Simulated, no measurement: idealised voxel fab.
The following process module bears the name voxel gate over fins.
Pictured: cross-section cut, 150 nm wide, on a grid of 5 nm square cells.
A cross-section in this document is a grid of square cells, and it is written down as bands, the top band listed before the ones below it; a band is made up of one or more rows of cells.
Band entry format. Leading values: height of top, height of bottom, nm. Remainder: materials in left-to-right order, each with its width in nm. Special words: "everywhere" on a single material, which then fills the band edge to edge; "air", empty space.
Heights are expressed relative to 0, this being the level below which the as-received wafer comprises one material exclusively. The lowest band is unbounded in the downward direction and is denoted as in "0 down".
Width: "30 to 40" (first number = top row, second number = bottom row, same change from row to row of cells).
Where a step carries "remained unchanged", the cross-section came out of it unchanged, cell for cell.
The entry "Enclosed cavity list" lists the empty spaces that cover at least 8 cells and have no open path to the top. Each is written as width x height at distance, where the distance is measured from the left edge and all three values are in nm.
It should be noted that, on the line of a given step, the content following the step's settings is a remark produced by the simulator itself with respect to that step.
overlay nm: step with mask; distance mask lay right of planned place; negative value = left of planned place.

-- Process steps (planned)
1) RECEIVE, material Si
2) CONFORMAL_DEP, material SiN, thk nm 10
3) DIRECTIONAL_DEP, material aC, thk nm 10
4) PATTERN, tone cover, mask id FINS, material resist, width nm 15, pitch nm 35, thk nm 25, overlay nm 0
5) DIRECTIONAL_ETCH, etch materials aC, depth nm 10
6) STRIP, etch materials resist
7) DIRECTIONAL_ETCH, etch materials SiN, depth nm 10
8) DIRECTIONAL_ETCH, etch materials Si, depth nm 35
9) STRIP, etch materials aC
10) FILL_DEP, material SiO2, thk nm 10
11) CMP, height nm 10
12) SELECTIVE_ETCH, etch materials SiO2, depth nm 20
13) STRIP, etch materials SiN
14) CONFORMAL_DEP, material HfO2, thk nm 5
15) CONFORMAL_DEP, material TiN, thk nm 5
16) FILL_DEP, material W, thk nm 15
17) CMP, height nm 20
18) CONFORMAL_DEP, material SiCN, thk nm 5

-- Cross-section of the wafer as it came to us, i.e., already through step 1
- 0 down  Si everywhere
- Enclosed cavity list: none

-- Figure: cross-sectional view of the wafer upon completion of the module, processed from the initial state and according to the plan depicted above, with one error introduced during execution
- 25 to 20  SiCN everywhere
- 20 to 5  W everywhere
- 5 to 0  W 10, then TiN 25, then W 10, then TiN 25, then W 10, then TiN 25, then W 10, then TiN 25, then W 10
- 0 to -5  W 10, then TiN 5, then Si 15, then TiN 5, then W 10, then TiN 5, then Si 15, then TiN 5, then W 10, then TiN 5, then Si 15, then TiN 5, then W 10, then TiN 5, then Si 15, then TiN 5, then W 10
- -5 to -10  TiN 15, then Si 15, then TiN 20, then Si 15, then TiN 20, then Si 15, then TiN 20, then Si 15, then TiN 15
- -10 to -35  SiO2 15, then Si 15, then SiO2 20, then Si 15, then SiO2 20, then Si 15, then SiO2 20, then Si 15, then SiO2 15
- -35 down  Si everywhere
- Enclosed cavity list: none
Heads up, the wafer didn't run the way we planned it: step 14 of the plan was bypassed and not carried out
